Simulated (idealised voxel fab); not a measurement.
Module name: voxel self aligned contacts (process module)
Square cells of 5 nm make up the cross-section cut, whose width is 210 nm.
This document writes a cross-section as a grid whose cells are square, and gives it as bands, listed from the top down; one or more rows of cells form a band. It is stipulated that each band's entry specify, in nanometres, the height of the top of the band and then that of its bottom, followed by the materials of the band in left-to-right sequence, each together with its width in nanometres. A single material marked by the word "everywhere" is understood to fill the band from edge to edge; the word "air" is understood to denote empty space. A quick word on heights: they are counted from 0, and under that level the wafer as it came to us is one material throughout. The lowest band is different from the rest in having no bottom; it simply continues downward, written as in "0 nm and below". Width "30..40": first value at the band's top row of cells, second value at its bottom row, equal change from row to row. Step note "everything unchanged" = no cross-section cell changed. "Voids, enclosed" means: voids of 8 cells or more that are shut off from the top with no open way through. Written width x height at distance, distance from the left edge, in nm. Formally, on a step line, whatever follows the settings is a remark that the simulator itself makes on the step. Each step line may optionally specify "overlay nm", which for a step with a mask gives the rightward distance between the mask's planned place and where it lay, a negative value indicating the leftward direction.
### Planned step list for the process
1 op RECEIVE | material Si
2 op OXIDIZE | depth nm 5
3 op DIRECTIONAL_DEP | material polySi | thk nm 30
4 op DIRECTIONAL_DEP | material SiN | thk nm 20
5 op MASKED_ETCH | tone cover | mask id GATE | width nm 25 | pitch nm 60 | etch materials SiN | depth nm 20 | overlay nm 0
6 op MASKED_ETCH | tone cover | mask id GATE | width nm 25 | pitch nm 60 | etch materials polySi | depth nm 30 | overlay nm 0
7 op CONFORMAL_DEP | material SiN | thk nm 10
8 op DIRECTIONAL_ETCH | etch materials SiN | depth nm 10
9 op FILL_DEP | material SiO2 | thk nm 15
10 op CMP | height nm 60
11 op MASKED_ETCH | tone open | mask id CONTACT | width nm 45 | etch materials SiO2 | depth nm 65 | overlay nm 0
12 op CONFORMAL_DEP | material TiN | thk nm 5
13 op FILL_DEP | material W | thk nm 10
14 op CMP | height nm 60
15 op CONFORMAL_DEP | material SiN | thk nm 5
### The cross-section here shows the wafer as received, i.e. in its state after step 1
0 nm and below: Si everywhere
Voids, enclosed: none
### The cross-section shown corresponds to the wafer at the conclusion of the module. The initial structure and the process plan are those presented above; however, one mistake occurred in executing the plan
65 nm to 60 nm: SiN everywhere
60 nm to 50 nm: 80 nm SiO2; 5..20 nm TiN; 35..5 nm W; 5..20 nm TiN; 85 nm SiO2
50 nm to 30 nm: 50 nm SiO2; 45 nm SiN; 5 nm TiN; 5 nm W; 5 nm TiN; 45 nm SiN; 55 nm SiO2
30 nm to 5 nm: 50 nm SiO2; 10 nm SiN; 25 nm polySi; 10 nm SiN; 5 nm TiN; 5 nm W; 5 nm TiN; 10 nm SiN; 25 nm polySi; 10 nm SiN; 55 nm SiO2
5 nm to 0 nm: 50 nm SiO2; 10 nm SiN; 25 nm polySi; 10 nm SiN; 15 nm TiN; 10 nm SiN; 25 nm polySi; 10 nm SiN; 55 nm SiO2
0 nm and below: Si everywhere
Voids, enclosed: none
The mistake made against the process plan was this: the plan's step 2 went unexecuted, having been skipped
